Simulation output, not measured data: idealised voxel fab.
The document below concerns the process module designated voxel transistor to metal.
The width of the displayed cross-section, cut, is 295 nm; its cells are square, with a size of 5 nm.
A cross-section in this document is a grid of square cells, and it is written down as bands, the top band listed before the ones below it; a band is made up of one or more rows of cells. In this notation a band is specified by the heights of its top and bottom, in that order and in nm, after which its materials appear from left to right, each paired with its width in nm. The word "throughout" attached to a single material means that material fills the band from edge to edge; the word "blank" stands for empty space. The level at which height equals 0 is the one under which the wafer, as it arrives, is entirely one material. No lower edge exists for the bottom band, which continues downward and is notated as in "z 0 and below". Think of "30..40" as a width that walks from the first number to the second as you go down the band, top row to bottom row, taking equal-sized steps from row to row. For the purposes of this document, the phrase "no alteration" attached to a step denotes that no cell within the cross-section was modified by that step. Heads up: "Voids, sealed" only lists the empty pockets with no open path to the top that are 8 cells or more, and it writes them as width x height at distance, distance from the left edge, in nm. If you see something after the settings on a step's line, that's the simulator's own remark about that step. Steps that use a mask can have "overlay nm" on their line. It says how far the mask sat to the right of where it was meant to be. Negative means to the left.
[Process steps foreseen in the plan]
step 1: RECEIVE: material Si
step 2: OXIDIZE: depth nm 5
step 3: CONFORMAL_DEP: material SiN, thk nm 10
step 4: DIRECTIONAL_DEP: material aC, thk nm 15
step 5: PATTERN: tone cover, mask id ACTIVE, material resist, width nm 110, pitch nm 140, thk nm 30, overlay nm 0
step 6: DIRECTIONAL_ETCH: etch materials aC, depth nm 15
step 7: STRIP: etch materials resist
step 8: DIRECTIONAL_ETCH: etch materials SiN, depth nm 10
step 9: DIRECTIONAL_ETCH: etch materials SiO2, depth nm 5
step 10: DIRECTIONAL_ETCH: etch materials Si, depth nm 30
step 11: STRIP: etch materials aC
step 12: FILL_DEP: material SiO2, thk nm 5
step 13: CMP: height nm 10
step 14: SELECTIVE_ETCH: etch materials SiO2, depth nm 5
step 15: STRIP: etch materials SiN
step 16: SELECTIVE_ETCH: etch materials SiO2, depth nm 5
step 17: OXIDIZE: depth nm 5
step 18: DIRECTIONAL_DEP: material polySi, thk nm 30
step 19: DIRECTIONAL_DEP: material SiCN, thk nm 10
step 20: PATTERN: tone cover, mask id GATE, material resist, width nm 20, pitch nm 140, thk nm 20, overlay nm 0
step 21: DIRECTIONAL_ETCH: etch materials SiCN, depth nm 20
step 22: DIRECTIONAL_ETCH: etch materials polySi, depth nm 40
step 23: STRIP: etch materials resist
step 24: CONFORMAL_DEP: material SiO2, thk nm 5
step 25: DIRECTIONAL_ETCH: etch materials SiO2, depth nm 5
step 26: CONFORMAL_DEP: material SiN, thk nm 5
step 27: DIRECTIONAL_ETCH: etch materials SiN, depth nm 5
step 28: DIRECTIONAL_ETCH: etch materials SiO2, depth nm 5
step 29: DIRECTIONAL_ETCH: etch materials Si, depth nm 10
step 30: EPI: material SiGe, thk nm 15
step 31: FILL_DEP: material SiO2, thk nm 5
step 32: CMP: height nm 35
step 33: DIRECTIONAL_DEP: material SiO2, thk nm 10
step 34: PATTERN: tone open, mask id CONTACT, material resist, width nm 35, thk nm 15, overlay nm 0
step 35: DIRECTIONAL_ETCH: etch materials SiO2, depth nm 40
step 36: STRIP: etch materials resist
step 37: CONFORMAL_DEP: material TiN, thk nm 5
step 38: FILL_DEP: material Ru, thk nm 5
step 39: CMP: height nm 45
step 40: DIRECTIONAL_DEP: material TiN, thk nm 5
step 41: DIRECTIONAL_DEP: material W, thk nm 20
step 42: DIRECTIONAL_DEP: material aC, thk nm 10
step 43: PATTERN: tone cover, mask id METAL_1, material resist, width nm 20, thk nm 25, overlay nm 0
step 44: DIRECTIONAL_ETCH: etch materials aC, depth nm 10
step 45: STRIP: etch materials resist
step 46: DIRECTIONAL_ETCH: etch materials W, depth nm 20
step 47: DIRECTIONAL_ETCH: etch materials TiN, depth nm 5
step 48: STRIP: etch materials aC
step 49: CONFORMAL_DEP: material SiN, thk nm 5
step 50: FILL_DEP: material SiO2, thk nm 10
step 51: CMP: height nm 70
step 52: CONFORMAL_DEP: material SiCN, thk nm 5
[Here's what the wafer looked like in cross-section when it arrived - that's after step 1]
    z 0 and below | Si throughout
    Voids, sealed: none
[Below is the wafer in cross-section after the module was completed. It began from the starting point shown above and followed the plan shown above, except that one mistake was made while running it]
    z 75 to 70 | SiCN throughout
    z 70 to 50 | 20 SiO2 / 5 SiN / 20 W / 5 SiN / 50 SiO2 / 5 SiN / 20 W / 5 SiN / 30 SiO2 / 5 SiN / 20 W / 5 SiN / 50 SiO2 / 5 SiN / 20 W / 5 SiN / 25 SiO2
    z 50 to 45 | 25 SiN / 20 TiN / 60 SiN / 20 TiN / 40 SiN / 20 TiN / 60 SiN / 20 TiN / 30 SiN
    z 45 to 35 | 25 SiO2 / 5 TiN / 25..20 Ru / 5..10 TiN / 30 SiO2 / 5..10 TiN / 25..20 Ru / 5 TiN / 40 SiO2 / 5 TiN / 25..20 Ru / 5..10 TiN / 30 SiO2 / 5..10 TiN / 25..20 Ru / 5 TiN / 30 SiO2
    z 35 to 25 | 25 SiO2 / 5 TiN / 20 Ru / 5 TiN / 5 SiN / 5 SiO2 / 20 SiCN / 5 SiO2 / 5 SiN / 5 TiN / 20 Ru / 5 TiN / 40 SiO2 / 5 TiN / 20 Ru / 5 TiN / 5 SiN / 5 SiO2 / 20 SiCN / 5 SiO2 / 5 SiN / 5 TiN / 20 Ru / 5 TiN / 30 SiO2
    z 25 to 10 | 25 SiO2 / 5 TiN / 20 Ru / 5 TiN / 5 SiN / 5 SiO2 / 20 polySi / 5 SiO2 / 5 SiN / 5 TiN / 20 Ru / 5 TiN / 40 SiO2 / 5 TiN / 20 Ru / 5 TiN / 5 SiN / 5 SiO2 / 20 polySi / 5 SiO2 / 5 SiN / 5 TiN / 20 Ru / 5 TiN / 30 SiO2
    z 10 to 5 | 25 SiO2 / 30 TiN / 5 SiN / 5 SiO2 / 20 polySi / 5 SiO2 / 5 SiN / 30 TiN / 40 SiO2 / 30 TiN / 5 SiN / 5 SiO2 / 20 polySi / 5 SiO2 / 5 SiN / 30 TiN / 30 SiO2
    z 5 to 0 | 20 SiO2 / 35 SiGe / 5 SiN / 5 SiO2 / 20 polySi / 5 SiO2 / 5 SiN / 35 SiGe / 30 SiO2 / 35 SiGe / 5 SiN / 5 SiO2 / 20 polySi / 5 SiO2 / 5 SiN / 35 SiGe / 25 SiO2
    z 0 to -5 | 20 SiO2 / 5 SiN / 30 SiGe / 5 SiN / 5 SiO2 / 20 polySi / 5 SiO2 / 5 SiN / 30 SiGe / 5 SiN / 30 SiO2 / 5 SiN / 30 SiGe / 5 SiN / 5 SiO2 / 20 polySi / 5 SiO2 / 5 SiN / 30 SiGe / 5 SiN / 25 SiO2
    z -5 to -10 | 25 SiO2 / 30 SiGe / 40 SiO2 / 30 SiGe / 40 SiO2 / 30 SiGe / 40 SiO2 / 30 SiGe / 30 SiO2
    z -10 to -20 | 20 SiO2 / 5 Si / 30 SiGe / 40 Si / 30 SiGe / 5 Si / 30 SiO2 / 5 Si / 30 SiGe / 40 Si / 30 SiGe / 5 Si / 25 SiO2
    z -20 to -65 | 20 SiO2 / 110 Si / 30 SiO2 / 110 Si / 25 SiO2
    z -65 and below | Si throughout
    Voids, sealed: none
Error vs. plan: step 10 of the plan was performed twice
